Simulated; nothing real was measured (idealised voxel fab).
process module | voxel ribs on slabs
Cross-section cut: width 250 nm, square cells of 5 nm.
Notation: cross-section as square-cell grid; stated in bands, top first, going down; one or more cell rows per band.
Per band: top height and bottom height in nm, followed by the left-to-right materials and their widths in nm; "everywhere" marks a single material spanning edge to edge, "air" marks empty space.
It should be noted that heights are counted from 0, beneath which the wafer as supplied is of one material throughout, and that the lowest band possesses no lower boundary but continues downward, as written in "top 0, no bottom".
The width entry "30->40" should be interpreted row by row: the top row of cells in the band takes the first number, the bottom row takes the second number, and the change between adjacent rows is uniform throughout.
Where a step carries "remains unaltered", the cross-section came out of it unchanged, cell for cell.
Closed-off voids of 8+ cells (no open route to the top) go in "Tabulated closed voids", written width x height at distance from the left edge, in nm.
Note: text after step settings on the step line = simulator remark on that step.
overlay nm: for a step with a mask, the amount by which the mask lay right of where it was planned; a negative amount means left of it.
PROCESS STEPS FORESEEN IN THE PLAN
1) op RECEIVE | material Si
2) op DIRECTIONAL_DEP | material SiO2 | thk nm 30
3) op DIRECTIONAL_DEP | material polySi | thk nm 20
4) op PATTERN | tone cover | mask id RIB | material resist | width nm 30 | thk nm 20 | overlay nm 0
5) op DIRECTIONAL_ETCH | etch materials polySi | depth nm 5
6) op STRIP | etch materials resist
7) op MASKED_ETCH | tone cover | mask id SLAB | width nm 90 | etch materials polySi | depth nm 15 | overlay nm 0
8) op FILL_DEP | material SiO2 | thk nm 15
9) op CMP | height nm 60
10) op DIRECTIONAL_DEP | material TiN | thk nm 5
11) op DIRECTIONAL_DEP | material aC | thk nm 10
12) op PATTERN | tone cover | mask id HEATER | material resist | width nm 40 | thk nm 25 | overlay nm 0
13) op DIRECTIONAL_ETCH | etch materials aC | depth nm 10
14) op STRIP | etch materials resist
15) op DIRECTIONAL_ETCH | etch materials TiN | depth nm 5
16) op STRIP | etch materials aC
17) op CONFORMAL_DEP | material SiO2 | thk nm 10
INCOMING WAFER IN CROSS-SECTION (STATE: AFTER STEP 1)
  top 0, no bottom | Si everywhere
  Tabulated closed voids: none
RESULT OF THE MODULE, CROSS-SECTIONED: START PER ABOVE, PLAN PER ABOVE, ONE ERROR IN HOW IT WAS RUN
  top 75, bottom 70 | 95 air, then 60 SiO2, then 95 air
  top 70, bottom 65 | SiO2 everywhere
  top 65, bottom 60 | 105 SiO2, then 40 TiN, then 105 SiO2
  top 60, bottom 20 | SiO2 everywhere
  top 20, bottom 0 | polySi everywhere
  top 0, no bottom | Si everywhere
  Tabulated closed voids: none
What went wrong in running the wafer? steps 2 and 3 traded places in the executed sequence
